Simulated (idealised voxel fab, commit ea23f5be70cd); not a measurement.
Title: Process Module voxel lift off
The width of the displayed cross-section, cut, is 275 nm; its cells are square, with a size of 5 nm.
A cross-section is written here as square cells arranged in a grid, and it is given in bands from the top down, each band taking up one or more rows of cells.
Heights first: top, then bottom, in nm. Then materials, left to right, each with a width in nm. "full width" on a single material: fills the band edge to edge. "blank": empty space.
Basically, 0 is our baseline, since under it the wafer straight out of the box is all one material. The bottom band has no lower end and keeps on going down, so it looks like "from 0 down".
A two-number width, for instance "30->40", indicates that the width is equal to the first number in the top row of the band and to the second number in the bottom row, and that it changes by a constant amount per row of cells.
For the purposes of this document, the phrase "nothing got changed" attached to a step denotes that no cell within the cross-section was modified by that step.
The entry "Entrapped void list" lists the empty spaces that cover at least 8 cells and have no open path to the top. Each is written as width x height at distance, where the distance is measured from the left edge and all three values are in nm.
Anything after a step's settings on that line? It's the simulator's own note about the step.
overlay nm: on a step with a mask, how far right of its planned place the mask lay; negative means left.
### The process steps that were planned are listed below
1 RECEIVE: material Si
2 CONFORMAL_DEP: material Al2O3, thk nm 10
3 PATTERN: tone open, mask id LINES, material resist, width nm 15, pitch nm 45, thk nm 25, overlay nm 0
4 DIRECTIONAL_DEP: material Ru, thk nm 15
5 STRIP: etch materials resist
6 CONFORMAL_DEP: material SiN, thk nm 10
### as received, after step 1
  from 0 down = Si full width
  Entrapped void list: none
### Wafer cross-section at end of module: start and plan as shown above, one execution error
  from 35 to 20 = blank=95  SiN=35  blank=10  SiN=35  blank=100
  from 20 to 10 = SiN full width
  from 10 to 0 = Al2O3 full width
  from 0 down = Si full width
  Entrapped void list: none
What was the processing mistake? step 4: run off-plan, actual operation and settings DIRECTIONAL_DEP: material SiN, thk nm 15
